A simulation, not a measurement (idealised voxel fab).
Presented below is a process module, voxel self aligned contacts.
It is cross-section cut that appears here, measuring 290 nm in width, its square cells being 5 nm in size.
Format of a cross-section: grid, square cells. Given as bands. Order: top down. Band: one or more rows of cells. Look at the band entry: it leads with the top's height and the bottom's height in nm. Then it lists the materials left to right, with a width in nm for each. The word "everywhere" on a single material says that material fills the band edge to edge. The word "empty" is empty space. Measure heights from 0. That's the level where, below it, the as-received wafer is all one material. The lowest band is bottomless and extends downward; write it as in "0 nm and below". Width: "30..40" (first number = top row, second number = bottom row, same change from row to row of cells). What does "nothing different" mean for a step? It means no cell of the cross-section changed in that step. "Entrapped voids" means: voids of 8 cells or more that are shut off from the top with no open way through. Written width x height at distance, distance from the left edge, in nm. Heads up: the bit after the settings on a step's line is the simulator's remark on that step. Steps that use a mask can have "overlay nm" on their line. It says how far the mask sat to the right of where it was meant to be. Negative means to the left.
STEPS PLANNED FOR THE PROCESS
1,RECEIVE [material Si]
2,CONFORMAL_DEP [material SiO2] [thk nm 5]
3,DIRECTIONAL_DEP [material polySi] [thk nm 25]
4,DIRECTIONAL_DEP [material SiN] [thk nm 25]
5,PATTERN [tone cover] [mask id GATE] [material resist] [width nm 25] [pitch nm 60] [thk nm 15] [overlay nm 0]
6,DIRECTIONAL_ETCH [etch materials SiN] [depth nm 25]
7,DIRECTIONAL_ETCH [etch materials polySi] [depth nm 25]
8,STRIP [etch materials resist]
9,CONFORMAL_DEP [material SiN] [thk nm 10]
10,DIRECTIONAL_ETCH [etch materials SiN] [depth nm 10]
11,FILL_DEP [material SiO2] [thk nm 15]
12,CMP [height nm 65]
13,DIRECTIONAL_DEP [material aC] [thk nm 10]
14,PATTERN [tone open] [mask id CONTACT] [material resist] [width nm 45] [pitch nm 60] [thk nm 30] [overlay nm 0]
15,DIRECTIONAL_ETCH [etch materials aC] [depth nm 10]
16,STRIP [etch materials resist]
17,DIRECTIONAL_ETCH [etch materials SiO2] [depth nm 65]
18,STRIP [etch materials aC]
19,CONFORMAL_DEP [material TiN] [thk nm 5]
20,FILL_DEP [material W] [thk nm 10]
21,CMP [height nm 65]
22,CONFORMAL_DEP [material SiCN] [thk nm 5]
INCOMING WAFER, CROSS-SECTIONAL VIEW, POST STEP 1
> 0 nm and below | Si everywhere
> Entrapped voids: none
FIRST OF TWO WAFERS AT THE END OF THE MODULE, SHOWN IN CROSS-SECTION; RUN CARRIED OUT AS PLANNED
> 70 nm to 65 nm | SiCN everywhere
> 65 nm to 55 nm | 90 nm SiO2, 5..20 nm TiN, 35..5 nm W, 5..20 nm TiN, 15 nm SiO2, 5..20 nm TiN, 35..5 nm W, 5..20 nm TiN, 95 nm SiO2
> 55 nm to 30 nm | 60 nm SiO2, 45 nm SiN, 5 nm TiN, 5 nm W, 5 nm TiN, 45 nm SiN, 5 nm TiN, 5 nm W, 5 nm TiN, 45 nm SiN, 65 nm SiO2
> 30 nm to 5 nm | 60 nm SiO2, 10 nm SiN, 25 nm polySi, 10 nm SiN, 5 nm TiN, 5 nm W, 5 nm TiN, 10 nm SiN, 25 nm polySi, 10 nm SiN, 5 nm TiN, 5 nm W, 5 nm TiN, 10 nm SiN, 25 nm polySi, 10 nm SiN, 65 nm SiO2
> 5 nm to 0 nm | 105 nm SiO2, 15 nm TiN, 45 nm SiO2, 15 nm TiN, 110 nm SiO2
> 0 nm and below | Si everywhere
> Entrapped voids: none
HERE'S THE SECOND OF OUR TWO WAFERS SECTIONED AT MODULE END. SAME START AS THE FIRST, SAME PLAN, BUT ONE MISTAKE GOT MADE RUNNING IT
> 70 nm to 65 nm | SiCN everywhere
> 65 nm to 55 nm | 60 nm SiO2, 45 nm SiN, 5 nm TiN, 5 nm W, 5 nm TiN, 45 nm SiN, 5 nm TiN, 5 nm W, 5 nm TiN, 45 nm SiN, 65 nm SiO2
> 55 nm to 35 nm | 60 nm SiO2, 10 nm SiN, 25 nm polySi, 10 nm SiN, 5 nm TiN, 5 nm W, 5 nm TiN, 10 nm SiN, 25 nm polySi, 10 nm SiN, 5 nm TiN, 5 nm W, 5 nm TiN, 10 nm SiN, 25 nm polySi, 10 nm SiN, 65 nm SiO2
> 35 nm to 30 nm | 60 nm SiO2, 10 nm SiN, 25 nm polySi, 10 nm SiN, 15 nm TiN, 10 nm SiN, 25 nm polySi, 10 nm SiN, 15 nm TiN, 10 nm SiN, 25 nm polySi, 10 nm SiN, 65 nm SiO2
> 30 nm to 5 nm | polySi everywhere
> 5 nm to 0 nm | SiO2 everywhere
> 0 nm and below | Si everywhere
> Entrapped voids: none
Heads up, the wafer didn't run the way we planned it: plan step 3 was conducted twice
Looking at both finished wafers in cells, the second ends up ahead of or behind the first on some materials: SiN: 81 fewer, SiO2: 149 fewer, TiN: 36 fewer, W: 24 fewer, polySi: 290 more
